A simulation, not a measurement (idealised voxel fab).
process module | voxel air gaps
Shown is cross-section cut, with a width of 250 nm and square cells of size 5 nm.
We lay out every cross-section as a grid of square cells and spell it out in bands from the top down, where one band means one or more rows of cells. Read a band's entry like this: the first values are the height of its top and the height of its bottom in nm, and what follows is the sequence of materials from left to right, each with its width in nm. Note that "empty" is empty space, and that a single material marked "full width" reaches across the band from edge to edge. Beneath 0, the wafer as received is one material, and that level is where height counting begins. The lowest band goes on downward without a bottom; it is written like "0 -> down". Width spec "30..40" -> top row of cells at first value, bottom row at second value, equal per-row change in between. You'll sometimes find "remained unchanged" written for a step, and that's the way of saying that nowhere in the cross-section did a cell change during that step. The list in "Sealed-off cavities" covers empty spaces of 8 cells or more that cannot reach the top through any open way, and it gives each as width x height at distance; the distance is from the left edge, and width, height and distance are in nm. Anything after a step's settings on that line? It's the simulator's own note about the step. overlay nm: how far to the right of its planned place the mask lay on this masked step (negative: to the left).
### Process steps (planned)
- 1: RECEIVE: material Si
- 2: CONFORMAL_DEP: material SiO2, thk nm 15
- 3: CONFORMAL_DEP: material SiN, thk nm 5
- 4: DIRECTIONAL_DEP: material SiO2, thk nm 40
- 5: DIRECTIONAL_DEP: material aC, thk nm 15
- 6: PATTERN: tone open, mask id LINES, material resist, width nm 15, pitch nm 40, thk nm 35, overlay nm 0
- 7: DIRECTIONAL_ETCH: etch materials aC, depth nm 15
- 8: STRIP: etch materials resist
- 9: DIRECTIONAL_ETCH: etch materials SiO2, depth nm 40
- 10: STRIP: etch materials aC
- 11: CONFORMAL_DEP: material TiN, thk nm 5
- 12: FILL_DEP: material Cu, thk nm 5
- 13: CMP: height nm 60
- 14: EPI: material Ru, thk nm 10
- 15: SELECTIVE_ETCH: etch materials SiO2, depth nm 50
- 16: CONFORMAL_DEP: material SiCN, thk nm 5
### Wafer, first of two, run as planned
### Wafer at receipt (post step 1), cross-section
	0 -> down = Si full width
	Sealed-off cavities: none
### Presented here is a cross-section of the wafer after step 2 has been performed
	15 -> 0 = SiO2 full width
	Everything below 0 is unchanged.
### Presented here is a cross-section of the wafer after step 3 has been performed
	20 -> 15 = SiN full width
	Everything below 15 is unchanged.
### Presented here is a cross-section of the wafer after step 4 has been performed
	60 -> 20 = SiO2 full width
	Everything below 20 is unchanged.
### Presented here is a cross-section of the wafer after step 5 has been performed
	75 -> 60 = aC full width
	Everything below 60 is unchanged.
### Presented here is a cross-section of the wafer after step 6 has been performed
	110 -> 75 = resist (75)  empty (15)  resist (25)  empty (15)  resist (25)  empty (15)  resist (80)
	Everything below 75 is unchanged.
### Presented here is a cross-section of the wafer after step 7 has been performed
	95 -> 75 = resist (75)  empty (15)  resist (25)  empty (15)  resist (25)  empty (15)  resist (80)
	75 -> 60 = aC (75)  empty (15)  aC (25)  empty (15)  aC (25)  empty (15)  aC (80)
	Everything below 60 is unchanged.
### Presented here is a cross-section of the wafer after step 8 has been performed
	75 -> 60 = aC (75)  empty (15)  aC (25)  empty (15)  aC (25)  empty (15)  aC (80)
	Everything below 60 is unchanged.
### Presented here is a cross-section of the wafer after step 9 has been performed
	75 -> 60 = aC (75)  empty (15)  aC (25)  empty (15)  aC (25)  empty (15)  aC (80)
	60 -> 20 = SiO2 (75)  empty (15)  SiO2 (25)  empty (15)  SiO2 (25)  empty (15)  SiO2 (80)
	Everything below 20 is unchanged.
### Presented here is a cross-section of the wafer after step 10 has been performed
	60 -> 20 = SiO2 (75)  empty (15)  SiO2 (25)  empty (15)  SiO2 (25)  empty (15)  SiO2 (80)
	Everything below 20 is unchanged.
### Presented here is a cross-section of the wafer after step 11 has been performed
	65 -> 60 = TiN (80)  empty (5)  TiN (35)  empty (5)  TiN (35)  empty (5)  TiN (85)
	60 -> 25 = SiO2 (75)  TiN (5)  empty (5)  TiN (5)  SiO2 (25)  TiN (5)  empty (5)  TiN (5)  SiO2 (25)  TiN (5)  empty (5)  TiN (5)  SiO2 (80)
	25 -> 20 = SiO2 (75)  TiN (15)  SiO2 (25)  TiN (15)  SiO2 (25)  TiN (15)  SiO2 (80)
	Everything below 20 is unchanged.
### Presented here is a cross-section of the wafer after step 12 has been performed
	70 -> 65 = Cu full width
	65 -> 60 = TiN (80)  Cu (5)  TiN (35)  Cu (5)  TiN (35)  Cu (5)  TiN (85)
	60 -> 25 = SiO2 (75)  TiN (5)  Cu (5)  TiN (5)  SiO2 (25)  TiN (5)  Cu (5)  TiN (5)  SiO2 (25)  TiN (5)  Cu (5)  TiN (5)  SiO2 (80)
	Everything below 25 is unchanged.
### Presented here is a cross-section of the wafer after step 13 has been performed
	60 -> 25 = SiO2 (75)  TiN (5)  Cu (5)  TiN (5)  SiO2 (25)  TiN (5)  Cu (5)  TiN (5)  SiO2 (25)  TiN (5)  Cu (5)  TiN (5)  SiO2 (80)
	Everything below 25 is unchanged.
### Presented here is a cross-section of the wafer after step 14 has been performed
	70 -> 60 = empty (65)  Ru (35)  empty (5)  Ru (35)  empty (5)  Ru (35)  empty (70)
	Everything below 60 is unchanged.
### Presented here is a cross-section of the wafer after step 15 has been performed
	70 -> 60 = empty (65)  Ru (35)  empty (5)  Ru (35)  empty (5)  Ru (35)  empty (70)
	60 -> 25 = empty (75)  TiN (5)  Cu (5)  TiN (5)  empty (25)  TiN (5)  Cu (5)  TiN (5)  empty (25)  TiN (5)  Cu (5)  TiN (5)  empty (80)
	25 -> 20 = empty (75)  TiN (15)  empty (25)  TiN (15)  empty (25)  TiN (15)  empty (80)
	Everything below 20 is unchanged.
### Presented here is a cross-section of the wafer after step 16 has been performed
	75 -> 70 = empty (60)  SiCN (125)  empty (65)
	70 -> 60 = empty (60)  SiCN (5)  Ru (35)  SiCN (5)  Ru (35)  SiCN (5)  Ru (35)  SiCN (5)  empty (65)
	60 -> 55 = empty (60)  SiCN (15)  TiN (5)  Cu (5)  TiN (5)  SiCN (25)  TiN (5)  Cu (5)  TiN (5)  SiCN (25)  TiN (5)  Cu (5)  TiN (5)  SiCN (15)  empty (65)
	55 -> 25 = empty (70)  SiCN (5)  TiN (5)  Cu (5)  TiN (5)  SiCN (5)  empty (15)  SiCN (5)  TiN (5)  Cu (5)  TiN (5)  SiCN (5)  empty (15)  SiCN (5)  TiN (5)  Cu (5)  TiN (5)  SiCN (5)  empty (75)
	25 -> 20 = SiCN (75)  TiN (15)  SiCN (25)  TiN (15)  SiCN (25)  TiN (15)  SiCN (80)
	Everything below 20 is unchanged.
	Sealed-off cavities: 15 x 30 at 95; 15 x 30 at 135
### The Second Wafer: Common Origin and Plan, One Mistake in Execution, Identical to the First Through Step 13
### Second wafer at the planned finish of step 14, seen in cross-section
	60 -> 25 = empty (75)  TiN (5)  Cu (5)  TiN (5)  empty (25)  TiN (5)  Cu (5)  TiN (5)  empty (25)  TiN (5)  Cu (5)  TiN (5)  empty (80)
	25 -> 20 = empty (75)  TiN (15)  empty (25)  TiN (15)  empty (25)  TiN (15)  empty (80)
	Everything below 20 is unchanged.
### Second wafer at the planned finish of step 15, seen in cross-section
	70 -> 60 = empty (65)  Ru (35)  empty (5)  Ru (35)  empty (5)  Ru (35)  empty (70)
	60 -> 25 = empty (65)  Ru (10)  TiN (5)  Cu (5)  TiN (5)  Ru (10)  empty (5)  Ru (10)  TiN (5)  Cu (5)  TiN (5)  Ru (10)  empty (5)  Ru (10)  TiN (5)  Cu (5)  TiN (5)  Ru (10)  empty (70)
	25 -> 20 = empty (65)  Ru (10)  TiN (15)  Ru (10)  empty (5)  Ru (10)  TiN (15)  Ru (10)  empty (5)  Ru (10)  TiN (15)  Ru (10)  empty (70)
	Everything below 20 is unchanged.
### Second wafer at the planned finish of step 16, seen in cross-section
	75 -> 70 = empty (60)  SiCN (125)  empty (65)
	70 -> 60 = empty (60)  SiCN (5)  Ru (35)  SiCN (5)  Ru (35)  SiCN (5)  Ru (35)  SiCN (5)  empty (65)
	60 -> 25 = empty (60)  SiCN (5)  Ru (10)  TiN (5)  Cu (5)  TiN (5)  Ru (10)  SiCN (5)  Ru (10)  TiN (5)  Cu (5)  TiN (5)  Ru (10)  SiCN (5)  Ru (10)  TiN (5)  Cu (5)  TiN (5)  Ru (10)  SiCN (5)  empty (65)
	25 -> 20 = SiCN (65)  Ru (10)  TiN (15)  Ru (10)  SiCN (5)  Ru (10)  TiN (15)  Ru (10)  SiCN (5)  Ru (10)  TiN (15)  Ru (10)  SiCN (70)
	Everything below 20 is unchanged.
Deviation from plan: plan steps 14 and 15 run swapped
The final cell counts differ between the wafers, with the second having more or fewer of some materials than the first: +96 Ru | -36 SiCN
Final count of closed voids per wafer: 2 in the first, 0 in the second.
